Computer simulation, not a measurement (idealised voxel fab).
process module | voxel self aligned vias
cross-section cut | 240 nm wide | cells 5 nm
A cross-section is a grid of square cells, given in bands from the top down. A band is one or more rows of cells.
Each band's line starts with the height of the band's top and of its bottom, in nm. Then come its materials from left to right, each with its width in nm. One material with "throughout" fills the band from edge to edge. "air" is empty space.
Height 0 is the level under which the wafer as received is all one material. The lowest band goes on downwards, as in "0 down".
A width such as "30 to 40" changes by the same amount from each row of cells to the next, from the band's top row to its bottom row.
"no change" after a step means that no cell of the cross-section changed.
closed voids: empty space of 8 cells or more with no open way to the top, each as width x height at its distance from the left edge, in nm
after a step's settings: what the simulator itself notes on the step
overlay nm, on a step with a mask: how far to the right of its planned place the mask lay; to the left if negative
plan
1 op RECEIVE | material Si
2 op CONFORMAL_DEP | material SiO2 | thk nm 10
3 op CONFORMAL_DEP | material SiCN | thk nm 5
4 op DIRECTIONAL_DEP | material SiO2 | thk nm 25
5 op PATTERN | tone open | mask id LINES | material resist | width nm 20 | pitch nm 65 | thk nm 15 | overlay nm 0
6 op DIRECTIONAL_ETCH | etch materials SiO2 | depth nm 25
7 op STRIP | etch materials resist
8 op CONFORMAL_DEP | material TiN | thk nm 5
9 op FILL_DEP | material W | thk nm 10
10 op CMP | height nm 40
11 op SELECTIVE_ETCH | etch materials W Ru TiN | depth nm 10
12 op FILL_DEP | material SiN | thk nm 5
13 op CMP | height nm 40
14 op DIRECTIONAL_DEP | material SiO2 | thk nm 15
15 op DIRECTIONAL_DEP | material aC | thk nm 10
16 op PATTERN | tone open | mask id VIAS | material resist | width nm 40 | pitch nm 65 | thk nm 30 | overlay nm 0
17 op DIRECTIONAL_ETCH | etch materials aC | depth nm 10
18 op STRIP | etch materials resist
19 op DIRECTIONAL_ETCH | etch materials SiO2 | depth nm 15
20 op DIRECTIONAL_ETCH | etch materials SiN | depth nm 10
21 op STRIP | etch materials aC
22 op CONFORMAL_DEP | material TiN | thk nm 5
23 op FILL_DEP | material Ru | thk nm 5
24 op CMP | height nm 55
25 op CONFORMAL_DEP | material SiN | thk nm 5
first wafer, as planned
as received, after step 1
  0 down: Si throughout
  closed voids: none
after step 2
  10 to 0: SiO2 throughout
  below 0: unchanged
after step 3
  15 to 10: SiCN throughout
  below 10: unchanged
after step 4
  40 to 15: SiO2 throughout
  below 15: unchanged
after step 5
  55 to 40: resist 75 | air 20 | resist 45 | air 20 | resist 80
  below 40: unchanged
after step 6
  55 to 40: resist 75 | air 20 | resist 45 | air 20 | resist 80
  40 to 15: SiO2 75 | air 20 | SiO2 45 | air 20 | SiO2 80
  below 15: unchanged
after step 7
  40 to 15: SiO2 75 | air 20 | SiO2 45 | air 20 | SiO2 80
  below 15: unchanged
after step 8
  45 to 40: TiN 80 | air 10 | TiN 55 | air 10 | TiN 85
  40 to 20: SiO2 75 | TiN 5 | air 10 | TiN 5 | SiO2 45 | TiN 5 | air 10 | TiN 5 | SiO2 80
  20 to 15: SiO2 75 | TiN 20 | SiO2 45 | TiN 20 | SiO2 80
  below 15: unchanged
after step 9
  55 to 45: W throughout
  45 to 40: TiN 80 | W 10 | TiN 55 | W 10 | TiN 85
  40 to 20: SiO2 75 | TiN 5 | W 10 | TiN 5 | SiO2 45 | TiN 5 | W 10 | TiN 5 | SiO2 80
  below 20: unchanged
after step 10
  40 to 20: SiO2 75 | TiN 5 | W 10 | TiN 5 | SiO2 45 | TiN 5 | W 10 | TiN 5 | SiO2 80
  below 20: unchanged
after step 11
  40 to 30: SiO2 75 | air 20 | SiO2 45 | air 20 | SiO2 80
  below 30: unchanged
after step 12
  45 to 40: SiN throughout
  40 to 30: SiO2 75 | SiN 20 | SiO2 45 | SiN 20 | SiO2 80
  below 30: unchanged
after step 13
  40 to 30: SiO2 75 | SiN 20 | SiO2 45 | SiN 20 | SiO2 80
  below 30: unchanged
after step 14
  55 to 40: SiO2 throughout
  below 40: unchanged
after step 15
  65 to 55: aC throughout
  below 55: unchanged
after step 16
  95 to 65: resist 65 | air 40 | resist 25 | air 40 | resist 70
  below 65: unchanged
after step 17
  85 to 65: resist 65 | air 40 | resist 25 | air 40 | resist 70
  65 to 55: aC 65 | air 40 | aC 25 | air 40 | aC 70
  below 55: unchanged
after step 18
  65 to 55: aC 65 | air 40 | aC 25 | air 40 | aC 70
  below 55: unchanged
after step 19
  65 to 55: aC 65 | air 40 | aC 25 | air 40 | aC 70
  55 to 40: SiO2 65 | air 40 | SiO2 25 | air 40 | SiO2 70
  below 40: unchanged
after step 20
  65 to 55: aC 65 | air 40 | aC 25 | air 40 | aC 70
  55 to 40: SiO2 65 | air 40 | SiO2 25 | air 40 | SiO2 70
  40 to 30: SiO2 75 | air 20 | SiO2 45 | air 20 | SiO2 80
  below 30: unchanged
after step 21
  55 to 40: SiO2 65 | air 40 | SiO2 25 | air 40 | SiO2 70
  below 40: unchanged
after step 22
  60 to 55: TiN 70 | air 30 | TiN 35 | air 30 | TiN 75
  55 to 45: SiO2 65 | TiN 5 | air 30 | TiN 5 | SiO2 25 | TiN 5 | air 30 | TiN 5 | SiO2 70
  45 to 35: SiO2 65 to 75 | TiN 15 to 5 | air 10 | TiN 15 to 5 | SiO2 25 to 45 | TiN 15 to 5 | air 10 | TiN 15 to 5 | SiO2 70 to 80
  35 to 30: SiO2 75 | TiN 20 | SiO2 45 | TiN 20 | SiO2 80
  below 30: unchanged
after step 23
  65 to 60: Ru throughout
  60 to 55: TiN 70 | Ru 30 | TiN 35 | Ru 30 | TiN 75
  55 to 45: SiO2 65 | TiN 5 | Ru 30 | TiN 5 | SiO2 25 | TiN 5 | Ru 30 | TiN 5 | SiO2 70
  45 to 35: SiO2 65 to 75 | TiN 15 to 5 | Ru 10 | TiN 15 to 5 | SiO2 25 to 45 | TiN 15 to 5 | Ru 10 | TiN 15 to 5 | SiO2 70 to 80
  below 35: unchanged
after step 24
  55 to 45: SiO2 65 | TiN 5 | Ru 30 | TiN 5 | SiO2 25 | TiN 5 | Ru 30 | TiN 5 | SiO2 70
  below 45: unchanged
after step 25
  60 to 55: SiN throughout
  below 55: unchanged
second wafer: like start, like plan, one mistake. Through step 2 it matches the first wafer
when step 3 should have ended: no change
when step 4 should have ended
  35 to 0: SiO2 throughout
  below 0: unchanged
when step 5 should have ended
  50 to 35: resist 75 | air 20 | resist 45 | air 20 | resist 80
  below 35: unchanged
when step 6 should have ended
  50 to 35: resist 75 | air 20 | resist 45 | air 20 | resist 80
  35 to 10: SiO2 75 | air 20 | SiO2 45 | air 20 | SiO2 80
  below 10: unchanged
when step 7 should have ended
  35 to 10: SiO2 75 | air 20 | SiO2 45 | air 20 | SiO2 80
  below 10: unchanged
when step 8 should have ended
  40 to 35: TiN 80 | air 10 | TiN 55 | air 10 | TiN 85
  35 to 15: SiO2 75 | TiN 5 | air 10 | TiN 5 | SiO2 45 | TiN 5 | air 10 | TiN 5 | SiO2 80
  15 to 10: SiO2 75 | TiN 20 | SiO2 45 | TiN 20 | SiO2 80
  below 10: unchanged
when step 9 should have ended
  50 to 40: W throughout
  40 to 35: TiN 80 | W 10 | TiN 55 | W 10 | TiN 85
  35 to 15: SiO2 75 | TiN 5 | W 10 | TiN 5 | SiO2 45 | TiN 5 | W 10 | TiN 5 | SiO2 80
  below 15: unchanged
when step 10 should have ended
  40 to 35: TiN 80 | W 10 | TiN 55 | W 10 | TiN 85
  below 35: unchanged
when step 11 should have ended
  35 to 30: SiO2 75 | air 20 | SiO2 45 | air 20 | SiO2 80
  below 30: unchanged
when step 12 should have ended
  40 to 35: SiN throughout
  35 to 30: SiO2 75 | SiN 20 | SiO2 45 | SiN 20 | SiO2 80
  below 30: unchanged
when step 13 should have ended: no change
when step 14 should have ended
  55 to 40: SiO2 throughout
  below 40: unchanged
when step 15 should have ended
  65 to 55: aC throughout
  below 55: unchanged
when step 16 should have ended
  95 to 65: resist 65 | air 40 | resist 25 | air 40 | resist 70
  below 65: unchanged
when step 17 should have ended
  85 to 65: resist 65 | air 40 | resist 25 | air 40 | resist 70
  65 to 55: aC 65 | air 40 | aC 25 | air 40 | aC 70
  below 55: unchanged
when step 18 should have ended
  65 to 55: aC 65 | air 40 | aC 25 | air 40 | aC 70
  below 55: unchanged
when step 19 should have ended
  65 to 55: aC 65 | air 40 | aC 25 | air 40 | aC 70
  55 to 40: SiO2 65 | air 40 | SiO2 25 | air 40 | SiO2 70
  below 40: unchanged
when step 20 should have ended
  65 to 55: aC 65 | air 40 | aC 25 | air 40 | aC 70
  55 to 40: SiO2 65 | air 40 | SiO2 25 | air 40 | SiO2 70
  40 to 35: SiN 65 | air 40 | SiN 25 | air 40 | SiN 70
  35 to 30: SiO2 75 | air 20 | SiO2 45 | air 20 | SiO2 80
  below 30: unchanged
when step 21 should have ended
  55 to 40: SiO2 65 | air 40 | SiO2 25 | air 40 | SiO2 70
  below 40: unchanged
when step 22 should have ended
  60 to 55: TiN 70 | air 30 | TiN 35 | air 30 | TiN 75
  55 to 40: SiO2 65 | TiN 5 | air 30 | TiN 5 | SiO2 25 | TiN 5 | air 30 | TiN 5 | SiO2 70
  40 to 35: SiN 65 | TiN 15 | air 10 | TiN 15 | SiN 25 | TiN 15 | air 10 | TiN 15 | SiN 70
  35 to 30: SiO2 75 | TiN 20 | SiO2 45 | TiN 20 | SiO2 80
  below 30: unchanged
when step 23 should have ended
  65 to 60: Ru throughout
  60 to 55: TiN 70 | Ru 30 | TiN 35 | Ru 30 | TiN 75
  55 to 40: SiO2 65 | TiN 5 | Ru 30 | TiN 5 | SiO2 25 | TiN 5 | Ru 30 | TiN 5 | SiO2 70
  40 to 35: SiN 65 | TiN 15 | Ru 10 | TiN 15 | SiN 25 | TiN 15 | Ru 10 | TiN 15 | SiN 70
  below 35: unchanged
when step 24 should have ended
  55 to 40: SiO2 65 | TiN 5 | Ru 30 | TiN 5 | SiO2 25 | TiN 5 | Ru 30 | TiN 5 | SiO2 70
  below 40: unchanged
when step 25 should have ended
  60 to 55: SiN throughout
  below 55: unchanged
what went wrong: step 3 was left out
at the end the second wafer has, in cells: 8 more of Ru | 48 fewer of SiCN | 32 more of SiN | 4 more of TiN | 4 more of W
